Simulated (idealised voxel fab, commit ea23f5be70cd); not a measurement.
Name of the process module below: voxel gate over fins
Pictured: cross-section cut, 225 nm wide, on a grid of 5 nm square cells.
Think of the cross-section as a grid of square cells. We describe it in bands, top to bottom, and each band covers one or more rows of those cells.
For a band, the entry starts with two heights in nm, that of the top and then that of the bottom, and carries on with the band's materials in order from left to right, each alongside its width in nm; the word "all across" beside a single material means it fills the band edge to edge, and "blank" means empty space.
Counting heights begins at 0, where everything beneath is, in the wafer as received, one material. The lowest band has no bottom; it goes on downwards, as "z 0 and below" shows.
Width: "30->40" (first number = top row, second number = bottom row, same change from row to row of cells).
Key: "changes: none" - step with no changed cell in the cross-section.
"Voids lacking openings" enumerates empty spaces isolated from the top, with no open way to it, that contain at least 8 cells, giving each as width x height at distance from the left edge, all three in nm.
The remark found on a step's line after its settings is issued by the simulator itself and pertains to that step.
Each step line may optionally specify "overlay nm", which for a step with a mask gives the rightward distance between the mask's planned place and where it lay, a negative value indicating the leftward direction.

Set out below are the planned steps of the process
1 RECEIVE with material Si
2 CONFORMAL_DEP with material SiN, thk nm 10
3 MASKED_ETCH with tone cover, mask id FINS, width nm 15, pitch nm 60, etch materials SiN, depth nm 10, overlay nm 0
4 MASKED_ETCH with tone cover, mask id FINS, width nm 15, pitch nm 60, etch materials Si, depth nm 40, overlay nm 0
5 OXIDIZE with depth nm 5
6 FILL_DEP with material SiO2, thk nm 10
7 CMP with height nm 10
8 MASKED_ETCH with tone open, mask id RAIL, width nm 15, etch materials SiO2, depth nm 45, overlay nm 0
9 CONFORMAL_DEP with material TiN, thk nm 5
10 FILL_DEP with material W, thk nm 10
11 CMP with height nm 10
12 SELECTIVE_ETCH with etch materials W Ru TiN, depth nm 30
13 FILL_DEP with material SiO2, thk nm 5
14 CMP with height nm 10
15 SELECTIVE_ETCH with etch materials SiO2, depth nm 20
16 STRIP with etch materials SiN
17 CONFORMAL_DEP with material HfO2, thk nm 5
18 CONFORMAL_DEP with material TiN, thk nm 5
19 FILL_DEP with material W, thk nm 15
20 CMP with height nm 20
21 CONFORMAL_DEP with material SiCN, thk nm 5

Shown in cross-section is the wafer as received, that is, as it stands after step 1
- z 0 and below: Si all across
- Voids lacking openings: none

First of two wafers: cross-section at end of module, run per plan
- z 25 to 20: SiCN all across
- z 20 to 10: W all across
- z 10 to 5: 40 of W  25 of TiN  35 of W  25 of TiN  35 of W  25 of TiN  40 of W
- z 5 to 0: 40 of W  5 of TiN  15 of HfO2  5 of TiN  35 of W  5 of TiN  15 of HfO2  5 of TiN  35 of W  5 of TiN  15 of HfO2  5 of TiN  40 of W
- z 0 to -5: 45 of TiN  5 of HfO2  5 of Si  5 of HfO2  45 of TiN  5 of HfO2  5 of Si  5 of HfO2  45 of TiN  5 of HfO2  5 of Si  5 of HfO2  45 of TiN
- z -5 to -10: 50 of HfO2  5 of Si  55 of HfO2  5 of Si  55 of HfO2  5 of Si  50 of HfO2
- z -10 to -20: 50 of SiO2  5 of Si  55 of SiO2  5 of Si  55 of SiO2  5 of Si  50 of SiO2
- z -20 to -30: 50 of SiO2  5 of Si  20 of SiO2  5 of TiN  5 of W  5 of TiN  20 of SiO2  5 of Si  55 of SiO2  5 of Si  50 of SiO2
- z -30 to -35: 50 of SiO2  5 of Si  20 of SiO2  15 of TiN  20 of SiO2  5 of Si  55 of SiO2  5 of Si  50 of SiO2
- z -35 to -45: 50 of SiO2  5 of Si  55 of SiO2  5 of Si  55 of SiO2  5 of Si  50 of SiO2
- z -45 and below: Si all across
- Voids lacking openings: none

Wafer two, end of module, cross-section. Same start, same plan as wafer one. One mistake in the run
- z 25 to 20: SiCN all across
- z 20 to 10: W all across
- z 10 to 5: 40 of W  25 of TiN  35 of W  25 of TiN  35 of W  25 of TiN  40 of W
- z 5 to 0: 40 of W  5 of TiN  15 of SiO2  5 of TiN  35 of W  5 of TiN  15 of SiO2  5 of TiN  35 of W  5 of TiN  15 of SiO2  5 of TiN  40 of W
- z 0 to -5: 45 of TiN  5 of SiO2  5 of Si  5 of SiO2  45 of TiN  5 of SiO2  5 of Si  5 of SiO2  45 of TiN  5 of SiO2  5 of Si  5 of SiO2  45 of TiN
- z -5 to -20: 50 of SiO2  5 of Si  55 of SiO2  5 of Si  55 of SiO2  5 of Si  50 of SiO2
- z -20 to -30: 50 of SiO2  5 of Si  20 of SiO2  5 of TiN  5 of W  5 of TiN  20 of SiO2  5 of Si  55 of SiO2  5 of Si  50 of SiO2
- z -30 to -35: 50 of SiO2  5 of Si  20 of SiO2  15 of TiN  20 of SiO2  5 of Si  55 of SiO2  5 of Si  50 of SiO2
- z -35 to -45: 50 of SiO2  5 of Si  55 of SiO2  5 of Si  55 of SiO2  5 of Si  50 of SiO2
- z -45 and below: Si all across
- Voids lacking openings: none
The plan and the run diverged here: not per plan at step 17, really ran CONFORMAL_DEP with material SiO2, thk nm 5
Looking at both finished wafers in cells, the second ends up ahead of or behind the first on some materials: 57 fewer of HfO2; 57 more of SiO2
